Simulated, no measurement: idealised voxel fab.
process module | voxel trench capacitor
cross-section cut | 230 nm wide | cells 5 nm
A cross-section is a grid of square cells, given in bands from the top down. A band is one or more rows of cells.
Each band's line starts with the height of the band's top and of its bottom, in nm. Then come its materials from left to right, each with its width in nm. One material with "throughout" fills the band from edge to edge. "air" is empty space.
Height 0 is the level under which the wafer as received is all one material. The lowest band goes on downwards, as in "0 down".
A width such as "30 to 40" changes by the same amount from each row of cells to the next, from the band's top row to its bottom row.
"no change" after a step means that no cell of the cross-section changed.
closed voids: empty space of 8 cells or more with no open way to the top, each as width x height at its distance from the left edge, in nm
after a step's settings: what the simulator itself notes on the step
overlay nm, on a step with a mask: how far to the right of its planned place the mask lay; to the left if negative
plan
1 op RECEIVE | material Si
2 op CONFORMAL_DEP | material SiN | thk nm 5
3 op DIRECTIONAL_DEP | material aC | thk nm 15
4 op PATTERN | tone open | mask id TRENCH | material resist | width nm 30 | pitch nm 55 | thk nm 35 | overlay nm 0
5 op DIRECTIONAL_ETCH | etch materials aC | depth nm 15
6 op STRIP | etch materials resist
7 op DIRECTIONAL_ETCH | etch materials SiN | depth nm 5
8 op DIRECTIONAL_ETCH | etch materials Si | depth nm 35
9 op STRIP | etch materials aC
10 op CONFORMAL_DEP | material HfO2 | thk nm 5
11 op CONFORMAL_DEP | material TiN | thk nm 5
12 op FILL_DEP | material W | thk nm 5
13 op CMP | height nm 5
as received, after step 1
  0 down: Si throughout
  closed voids: none
a wafer at the end: this start, this plan, one mistake
  5 to 0: SiN 15 | TiN 5 | HfO2 5 | W 10 | HfO2 5 | TiN 5 | SiN 25 | TiN 5 | HfO2 5 | W 10 | HfO2 5 | TiN 5 | SiN 25 | TiN 5 | HfO2 5 | W 10 | HfO2 5 | TiN 5 | SiN 25 | TiN 5 | HfO2 5 | W 10 | HfO2 5 | TiN 5 | SiN 20
  0 to -25: Si 15 | TiN 5 | HfO2 5 | W 10 | HfO2 5 | TiN 5 | Si 25 | TiN 5 | HfO2 5 | W 10 | HfO2 5 | TiN 5 | Si 25 | TiN 5 | HfO2 5 | W 10 | HfO2 5 | TiN 5 | Si 25 | TiN 5 | HfO2 5 | W 10 | HfO2 5 | TiN 5 | Si 20
  -25 to -30: Si 15 | TiN 5 | HfO2 20 | TiN 5 | Si 25 | TiN 5 | HfO2 20 | TiN 5 | Si 25 | TiN 5 | HfO2 20 | TiN 5 | Si 25 | TiN 5 | HfO2 20 | TiN 5 | Si 20
  -30 to -35: Si 15 | TiN 30 | Si 25 | TiN 30 | Si 25 | TiN 30 | Si 25 | TiN 30 | Si 20
  -35 down: Si throughout
  closed voids: none
what went wrong: steps 10 and 11 were swapped
